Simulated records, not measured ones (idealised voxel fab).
The document below concerns the process module designated voxel ribs on slabs.
Cross-section cut spans 290 nm and uses square cells 5 nm in size.
A cross-section is written here as square cells arranged in a grid, and it is given in bands from the top down, each band taking up one or more rows of cells. Top height, bottom height, nm. Materials left to right, width each, nm. Single material + "full width" = fills band edge to edge. "blank" = empty. Measure heights from 0. That's the level where, below it, the as-received wafer is all one material. The lowest band is bottomless and extends downward; write it as in "0 down". A width such as "30->40" changes by the same amount from each row of cells to the next, from the band's top row to its bottom row. "remained unchanged" for a step: no cell of the cross-section changed in that step. You'll see "Fully enclosed voids" listing empty spaces that have no way open to the top, as long as they're 8 cells or more; the notation is width x height at distance, where the distance is from the left edge, and all of it is in nm. Formally, on a step line, whatever follows the settings is a remark that the simulator itself makes on the step. You can add "overlay nm" to a step's line. For a step with a mask, it describes how far the mask lay to the right of its planned position, and a negative number describes a lay to the left.
Plan
| 1 | RECEIVE, material Si |
| 2 | DIRECTIONAL_DEP, material SiO2, thk nm 30 |
| 3 | DIRECTIONAL_DEP, material polySi, thk nm 20 |
| 4 | DIRECTIONAL_DEP, material aC, thk nm 15 |
| 5 | PATTERN, tone cover, mask id RIB, material resist, width nm 25, thk nm 30, overlay nm 0 |
| 6 | DIRECTIONAL_ETCH, etch materials aC, depth nm 15 |
| 7 | STRIP, etch materials resist |
| 8 | DIRECTIONAL_ETCH, etch materials polySi, depth nm 10 |
| 9 | STRIP, etch materials aC |
| 10 | MASKED_ETCH, tone cover, mask id SLAB, width nm 65, etch materials polySi, depth nm 10, overlay nm 0 |
| 11 | FILL_DEP, material SiO2, thk nm 30 |
| 12 | CMP, height nm 70 |
| 13 | DIRECTIONAL_DEP, material W, thk nm 10 |
| 14 | DIRECTIONAL_DEP, material aC, thk nm 15 |
| 15 | PATTERN, tone cover, mask id HEATER, material resist, width nm 35, thk nm 35, overlay nm 0 |
| 16 | DIRECTIONAL_ETCH, etch materials aC, depth nm 15 |
| 17 | STRIP, etch materials resist |
| 18 | DIRECTIONAL_ETCH, etch materials W, depth nm 10 |
| 19 | STRIP, etch materials aC |
| 20 | CONFORMAL_DEP, material SiO2, thk nm 10 |
Cross-section, incoming material, after step 1
    0 down | Si full width
    Fully enclosed voids: none
Wafer at module end, in section. Began as above, planned as above, run with one mistake
    90 to 80 | blank (115), SiO2 (55), blank (120)
    80 to 70 | SiO2 (125), W (35), SiO2 (130)
    70 to 60 | SiO2 (130), polySi (25), SiO2 (135)
    60 to 50 | SiO2 (110), polySi (65), SiO2 (115)
    50 to 30 | polySi full width
    30 to 0 | SiO2 full width
    0 down | Si full width
    Fully enclosed voids: none
Error vs. plan: step 3 in the plan was executed twice
